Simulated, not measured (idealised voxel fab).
process module | voxel wiring stack
cross-section cut | 200 nm wide | cells 5 nm
A cross-section is a grid of square cells, given in bands from the top down. A band is one or more rows of cells.
Each band's line starts with the height of the band's top and of its bottom, in nm. Then come its materials from left to right, each with its width in nm. One material with "throughout" fills the band from edge to edge. "air" is empty space.
Height 0 is the level under which the wafer as received is all one material. The lowest band goes on downwards, as in "0 down".
A width such as "30 to 40" changes by the same amount from each row of cells to the next, from the band's top row to its bottom row.
"no change" after a step means that no cell of the cross-section changed.
closed voids: empty space of 8 cells or more with no open way to the top, each as width x height at its distance from the left edge, in nm
after a step's settings: what the simulator itself notes on the step
overlay nm, on a step with a mask: how far to the right of its planned place the mask lay; to the left if negative
plan
1 op RECEIVE | material Si
2 op CONFORMAL_DEP | material SiO2 | thk nm 15
3 op CONFORMAL_DEP | material SiN | thk nm 5
4 op DIRECTIONAL_DEP | material SiO2 | thk nm 15
5 op DIRECTIONAL_DEP | material aC | thk nm 15
6 op PATTERN | tone open | mask id METAL_1 | material resist | width nm 25 | pitch nm 55 | thk nm 30 | overlay nm 0
7 op DIRECTIONAL_ETCH | etch materials aC | depth nm 15
8 op STRIP | etch materials resist
9 op DIRECTIONAL_ETCH | etch materials SiO2 | depth nm 15
10 op DIRECTIONAL_ETCH | etch materials SiN | depth nm 5
11 op STRIP | etch materials aC
12 op CONFORMAL_DEP | material TiN | thk nm 5
13 op FILL_DEP | material Cu | thk nm 5
14 op CMP | height nm 35
15 op EPI | material Ru | thk nm 5
16 op FILL_DEP | material SiCN | thk nm 5
17 op DIRECTIONAL_DEP | material lowk | thk nm 20
18 op DIRECTIONAL_DEP | material aC | thk nm 15
19 op PATTERN | tone open | mask id PLUG_1 | material resist | width nm 15 | pitch nm 110 | thk nm 30 | overlay nm 0
20 op DIRECTIONAL_ETCH | etch materials aC | depth nm 15
21 op STRIP | etch materials resist
22 op DIRECTIONAL_ETCH | etch materials lowk | depth nm 20
23 op DIRECTIONAL_ETCH | etch materials SiCN | depth nm 5
24 op STRIP | etch materials aC
25 op EPI | material Ru | thk nm 10
26 op EPI | material Ru | thk nm 10
27 op EPI | material Ru | thk nm 5
28 op CONFORMAL_DEP | material SiN | thk nm 5
29 op DIRECTIONAL_DEP | material lowk | thk nm 20
30 op MASKED_ETCH | tone open | mask id METAL_2 | width nm 25 | pitch nm 55 | etch materials lowk | depth nm 20 | overlay nm 0
31 op MASKED_ETCH | tone open | mask id METAL_2 | width nm 25 | pitch nm 55 | etch materials SiN | depth nm 5 | overlay nm 0
32 op CONFORMAL_DEP | material TiN | thk nm 5
33 op FILL_DEP | material Ru | thk nm 5
34 op CMP | height nm 90
35 op EPI | material Ru | thk nm 5
36 op FILL_DEP | material SiCN | thk nm 5
37 op DIRECTIONAL_DEP | material lowk | thk nm 30
38 op PATTERN | tone open | mask id METAL_3_HOLES | material resist | width nm 15 | pitch nm 110 | thk nm 15 | overlay nm 0
39 op DIRECTIONAL_ETCH | etch materials lowk | depth nm 30
40 op STRIP | etch materials resist
41 op MASKED_ETCH | tone open | mask id METAL_3 | width nm 25 | pitch nm 55 | etch materials lowk | depth nm 15 | overlay nm 0
42 op MASKED_ETCH | tone open | mask id METAL_3 | width nm 25 | pitch nm 55 | etch materials SiCN | depth nm 5 | overlay nm 0
43 op CONFORMAL_DEP | material TiN | thk nm 5
44 op FILL_DEP | material Cu | thk nm 10
45 op CMP | height nm 130
46 op CONFORMAL_DEP | material SiCN | thk nm 5
47 op DIRECTIONAL_DEP | material SiO2 | thk nm 20
48 op MASKED_ETCH | tone open | mask id PLUG_3 | width nm 15 | pitch nm 110 | etch materials SiO2 | depth nm 20 | overlay nm 0
49 op MASKED_ETCH | tone open | mask id PLUG_3 | width nm 15 | pitch nm 110 | etch materials SiCN | depth nm 5 | overlay nm 0
50 op EPI | material Ru | thk nm 10
51 op EPI | material Ru | thk nm 10
52 op EPI | material Ru | thk nm 5
53 op CONFORMAL_DEP | material SiN | thk nm 5
54 op DIRECTIONAL_DEP | material SiO2 | thk nm 25
55 op PATTERN | tone open | mask id METAL_4 | material resist | width nm 25 | pitch nm 55 | thk nm 20 | overlay nm -15
56 op DIRECTIONAL_ETCH | etch materials SiO2 | depth nm 25
57 op DIRECTIONAL_ETCH | etch materials SiN | depth nm 5
58 op STRIP | etch materials resist
59 op CONFORMAL_DEP | material TiN | thk nm 5
60 op FILL_DEP | material Cu | thk nm 5
61 op CMP | height nm 185
62 op CONFORMAL_DEP | material SiN | thk nm 5
varied across the wafers: overlay nm of step 55. The plan shows the first wafer's value. All wafers start alike
first wafer as received, after step 1
  0 down: Si throughout
  closed voids: none
each wafer at the end: cells of each material gained (+) or lost (-) since it was received, then its closed voids
overlay nm -15 | +98 Cu | +138 Ru | +140 SiCN | +115 SiN | +456 SiO2 | +160 TiN | +413 lowk | closed voids: none
overlay nm -10 | +98 Cu | +138 Ru | +140 SiCN | +115 SiN | +456 SiO2 | +160 TiN | +413 lowk | closed voids: none
overlay nm -5 | +98 Cu | +138 Ru | +140 SiCN | +115 SiN | +456 SiO2 | +160 TiN | +413 lowk | closed voids: none
overlay nm 0 | +98 Cu | +138 Ru | +140 SiCN | +115 SiN | +456 SiO2 | +160 TiN | +413 lowk | closed voids: none
overlay nm 5 | +98 Cu | +138 Ru | +140 SiCN | +115 SiN | +456 SiO2 | +160 TiN | +413 lowk | closed voids: none
overlay nm 10 | +98 Cu | +138 Ru | +140 SiCN | +115 SiN | +456 SiO2 | +160 TiN | +413 lowk | closed voids: none
overlay nm 15 | +98 Cu | +138 Ru | +140 SiCN | +115 SiN | +456 SiO2 | +160 TiN | +413 lowk | closed voids: none
